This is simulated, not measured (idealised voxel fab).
process module | voxel self aligned vias
cross-section cut | 280 nm wide | cells 5 nm
A cross-section is a grid of square cells, given in bands from the top down. A band is one or more rows of cells.
Each band's line starts with the height of the band's top and of its bottom, in nm. Then come its materials from left to right, each with its width in nm. One material with "throughout" fills the band from edge to edge. "air" is empty space.
Height 0 is the level under which the wafer as received is all one material. The lowest band goes on downwards, as in "0 down".
A width such as "30 to 40" changes by the same amount from each row of cells to the next, from the band's top row to its bottom row.
"no change" after a step means that no cell of the cross-section changed.
closed voids: empty space of 8 cells or more with no open way to the top, each as width x height at its distance from the left edge, in nm
after a step's settings: what the simulator itself notes on the step
overlay nm, on a step with a mask: how far to the right of its planned place the mask lay; to the left if negative
plan
1 op RECEIVE | material Si
2 op CONFORMAL_DEP | material SiO2 | thk nm 10
3 op CONFORMAL_DEP | material SiCN | thk nm 5
4 op DIRECTIONAL_DEP | material SiO2 | thk nm 25
5 op PATTERN | tone open | mask id LINES | material resist | width nm 25 | pitch nm 60 | thk nm 20 | overlay nm 0
6 op DIRECTIONAL_ETCH | etch materials SiO2 | depth nm 25
7 op STRIP | etch materials resist
8 op CONFORMAL_DEP | material TiN | thk nm 5
9 op FILL_DEP | material Ru | thk nm 10
10 op CMP | height nm 40
11 op SELECTIVE_ETCH | etch materials W Ru TiN | depth nm 10
12 op FILL_DEP | material SiN | thk nm 5
13 op CMP | height nm 40
14 op DIRECTIONAL_DEP | material SiO2 | thk nm 20
15 op MASKED_ETCH | tone open | mask id VIAS | width nm 35 | pitch nm 60 | etch materials SiO2 | depth nm 20 | overlay nm 0
16 op MASKED_ETCH | tone open | mask id VIAS | width nm 35 | pitch nm 60 | etch materials SiN | depth nm 10 | overlay nm 0
17 op CONFORMAL_DEP | material TiN | thk nm 5
18 op FILL_DEP | material Ru | thk nm 5
19 op CMP | height nm 60
20 op CONFORMAL_DEP | material SiCN | thk nm 5
as received, after step 1
  0 down: Si throughout
  closed voids: none
first wafer at the end, as planned
  65 to 60: SiCN throughout
  60 to 45: SiO2 90 | TiN 5 | Ru 25 | TiN 5 | SiO2 25 | TiN 5 | Ru 25 | TiN 5 | SiO2 95
  45 to 35: SiO2 90 to 95 | TiN 10 to 5 | Ru 15 | TiN 10 to 5 | SiO2 25 to 35 | TiN 10 to 5 | Ru 15 | TiN 10 to 5 | SiO2 95 to 100
  35 to 30: SiO2 95 | TiN 25 | SiO2 35 | TiN 25 | SiO2 100
  30 to 20: SiO2 95 | TiN 5 | Ru 15 | TiN 5 | SiO2 35 | TiN 5 | Ru 15 | TiN 5 | SiO2 100
  20 to 15: SiO2 95 | TiN 25 | SiO2 35 | TiN 25 | SiO2 100
  15 to 10: SiCN throughout
  10 to 0: SiO2 throughout
  0 down: Si throughout
  closed voids: none
second wafer at the end: like start, like plan, one mistake
  65 to 60: SiCN throughout
  60 to 45: SiO2 90 | TiN 5 | Ru 25 | TiN 5 | SiO2 25 | TiN 5 | Ru 25 | TiN 5 | SiO2 95
  45 to 40: SiO2 90 | TiN 35 | SiO2 25 | TiN 35 | SiO2 95
  40 to 30: SiN 90 | TiN 5 | SiO2 25 | TiN 5 | SiN 25 | TiN 5 | SiO2 25 | TiN 5 | SiN 95
  30 to 20: Ru 90 | TiN 5 | SiO2 25 | TiN 5 | Ru 25 | TiN 5 | SiO2 25 | TiN 5 | Ru 95
  20 to 15: TiN 95 | SiO2 25 | TiN 35 | SiO2 25 | TiN 100
  15 to 10: SiCN throughout
  10 to 0: SiO2 throughout
  0 down: Si throughout
  closed voids: none
what went wrong: step 5 ran as: op PATTERN | tone cover | mask id LINES | material resist | width nm 25 | pitch nm 60 | thk nm 20 | overlay nm 0
at the end the second wafer has, in cells: 60 more of Ru | 84 more of SiN | 180 fewer of SiO2 | 36 more of TiN
